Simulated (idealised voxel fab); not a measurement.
process module | voxel transistor to metal
cross-section cut | 140 nm wide | cells 5 nm
A cross-section is a grid of square cells, given in bands from the top down. A band is one or more rows of cells.
Each band's line starts with the height of the band's top and of its bottom, in nm. Then come its materials from left to right, each with its width in nm. One material with "throughout" fills the band from edge to edge. "air" is empty space.
Height 0 is the level under which the wafer as received is all one material. The lowest band goes on downwards, as in "0 down".
A width such as "30 to 40" changes by the same amount from each row of cells to the next, from the band's top row to its bottom row.
"no change" after a step means that no cell of the cross-section changed.
closed voids: empty space of 8 cells or more with no open way to the top, each as width x height at its distance from the left edge, in nm
after a step's settings: what the simulator itself notes on the step
overlay nm, on a step with a mask: how far to the right of its planned place the mask lay; to the left if negative
Each pair below shows a cross-section before one step and the cross-section after it, down to the lowest band that changed. The line under each pair gives the step between them, with its settings. The pairs can come from different runs of this module on the same starting wafer, so a pair continues from the pair above only where its "before" says so.
before
  120 to 100: resist 30 | air 15 | resist 50 | air 15 | resist 30
  100 to 85: lowk 30 | air 15 | lowk 50 | air 15 | lowk 30
  85 to 75: lowk throughout
  75 to 70: TiN throughout
  70 to 45: SiO2 30 | TiN 5 | Ru 5 | TiN 5 | SiO2 50 | TiN 5 | Ru 5 | TiN 5 | SiO2 30
  45 to 40: SiN 30 | TiN 15 | SiN 50 | TiN 15 | SiN 30
  40 to 30: SiO2 30 | TiN 5 | W 15 to 10 | TiN 5 to 10 | SiO2 30 | TiN 5 to 10 | W 15 to 10 | TiN 5 | SiO2 30
  30 to 15: SiO2 30 | TiN 5 | W 10 | TiN 5 | SiN 10 | SiCN 20 | SiN 10 | TiN 5 | W 10 | TiN 5 | SiO2 30
  15 to 10: SiO2 30 | TiN 5 | W 10 | TiN 5 | SiN 10 | polySi 20 | SiN 10 | TiN 5 | W 10 | TiN 5 | SiO2 30
  10 to 5: SiO2 30 | TiN 20 | SiN 10 | polySi 20 | SiN 10 | TiN 20 | SiO2 30
  5 to -5: SiO2 15 | SiN 10 | SiO2 5 | TiN 5 | nSi 15 | SiN 10 | polySi 20 | SiN 10 | nSi 15 | TiN 5 | SiO2 5 | SiN 10 | SiO2 15
  -5 to -10: SiO2 30 | TiN 5 | nSi 15 | SiO2 40 | nSi 15 | TiN 5 | SiO2 30
  -10 to -25: SiO2 25 | nSi 25 | Si 40 | nSi 25 | SiO2 25
  -25 to -40: SiO2 25 | Si 90 | SiO2 25
  -40 down: Si throughout
  closed voids: none
after
  120 to 100: resist 30 | air 15 | resist 50 | air 15 | resist 30
  100 to 75: lowk 30 | air 15 | lowk 50 | air 15 | lowk 30
  below 75: unchanged
  closed voids: none
the step between: op DIRECTIONAL_ETCH | etch materials lowk | depth nm 10
before: the cross-section after the pair above
after
  100 to 75: lowk 30 | air 15 | lowk 50 | air 15 | lowk 30
  below 75: unchanged
  closed voids: none
the step between: op STRIP | etch materials resist
before: the cross-section after the pair above
after
  105 to 100: TiN 35 | air 5 | TiN 60 | air 5 | TiN 35
  100 to 80: lowk 30 | TiN 5 | air 5 | TiN 5 | lowk 50 | TiN 5 | air 5 | TiN 5 | lowk 30
  80 to 75: lowk 30 | TiN 15 | lowk 50 | TiN 15 | lowk 30
  below 75: unchanged
  closed voids: none
the step between: op CONFORMAL_DEP | material TiN | thk nm 5
before: the cross-section after the pair above
after
  115 to 105: Cu throughout
  105 to 100: TiN 35 | Cu 5 | TiN 60 | Cu 5 | TiN 35
  100 to 80: lowk 30 | TiN 5 | Cu 5 | TiN 5 | lowk 50 | TiN 5 | Cu 5 | TiN 5 | lowk 30
  below 80: unchanged
  closed voids: none
the step between: op FILL_DEP | material Cu | thk nm 10
before: the cross-section after the pair above
after
  100 to 80: lowk 30 | TiN 5 | Cu 5 | TiN 5 | lowk 50 | TiN 5 | Cu 5 | TiN 5 | lowk 30
  below 80: unchanged
  closed voids: none
the step between: op CMP | height nm 100
before: the cross-section after the pair above
after
  105 to 100: SiN throughout
  below 100: unchanged
  closed voids: none
the step between: op CONFORMAL_DEP | material SiN | thk nm 5
before
  100 to 85: lowk 30 | air 15 | lowk 50 | air 15 | lowk 30
  85 to 75: lowk throughout
  75 to 70: SiCN throughout
  70 to 45: SiO2 30 | TiN 5 | Ru 5 | TiN 5 | SiO2 50 | TiN 5 | Ru 5 | TiN 5 | SiO2 30
  45 to 40: SiN 30 | TiN 15 | SiN 50 | TiN 15 | SiN 30
  40 to 30: SiO2 30 | TiN 5 | W 15 to 10 | TiN 5 to 10 | SiO2 30 | TiN 5 to 10 | W 15 to 10 | TiN 5 | SiO2 30
  30 to 15: SiO2 30 | TiN 5 | W 10 | TiN 5 | SiN 10 | SiCN 20 | SiN 10 | TiN 5 | W 10 | TiN 5 | SiO2 30
  15 to 10: SiO2 30 | TiN 5 | W 10 | TiN 5 | SiN 10 | polySi 20 | SiN 10 | TiN 5 | W 10 | TiN 5 | SiO2 30
  10 to 5: SiO2 30 | TiN 20 | SiN 10 | polySi 20 | SiN 10 | TiN 20 | SiO2 30
  5 to -5: SiO2 15 | SiN 10 | SiO2 5 | TiN 5 | nSi 15 | SiN 10 | polySi 20 | SiN 10 | nSi 15 | TiN 5 | SiO2 5 | SiN 10 | SiO2 15
  -5 to -10: SiO2 30 | TiN 5 | nSi 15 | SiO2 40 | nSi 15 | TiN 5 | SiO2 30
  -10 to -25: SiO2 25 | nSi 25 | Si 40 | nSi 25 | SiO2 25
  -25 to -40: SiO2 25 | Si 90 | SiO2 25
  -40 down: Si throughout
  closed voids: none
after
  120 to 100: air 30 | resist 15 | air 50 | resist 15 | air 30
  100 to 85: lowk 30 | resist 15 | lowk 50 | resist 15 | lowk 30
  below 85: unchanged
  closed voids: none
the step between: op PATTERN | tone cover | mask id METAL_2_HOLES | material resist | width nm 15 | pitch nm 65 | thk nm 20 | overlay nm 0
before: the cross-section after the pair above
after
  120 to 90: air 30 | resist 15 | air 50 | resist 15 | air 30
  below 90: unchanged
  closed voids: none
the step between: op DIRECTIONAL_ETCH | etch materials lowk | depth nm 10
before: the cross-section after the pair above
after
  90 to 85: lowk 30 | air 15 | lowk 50 | air 15 | lowk 30
  below 85: unchanged
  closed voids: none
the step between: op STRIP | etch materials resist
before: the cross-section after the pair above
after
  95 to 90: TiN 35 | air 5 | TiN 60 | air 5 | TiN 35
  90 to 85: lowk 30 | TiN 15 | lowk 50 | TiN 15 | lowk 30
  below 85: unchanged
  closed voids: none
the step between: op CONFORMAL_DEP | material TiN | thk nm 5
before: the cross-section after the pair above
after
  105 to 95: Cu throughout
  95 to 90: TiN 35 | Cu 5 | TiN 60 | Cu 5 | TiN 35
  below 90: unchanged
  closed voids: none
the step between: op FILL_DEP | material Cu | thk nm 10
before: the cross-section after the pair above
after
  100 to 95: Cu throughout
  below 95: unchanged
  closed voids: none
the step between: op CMP | height nm 100
before: the cross-section after the pair above
after
  105 to 100: SiN throughout
  below 100: unchanged
  closed voids: none
the step between: op CONFORMAL_DEP | material SiN | thk nm 5
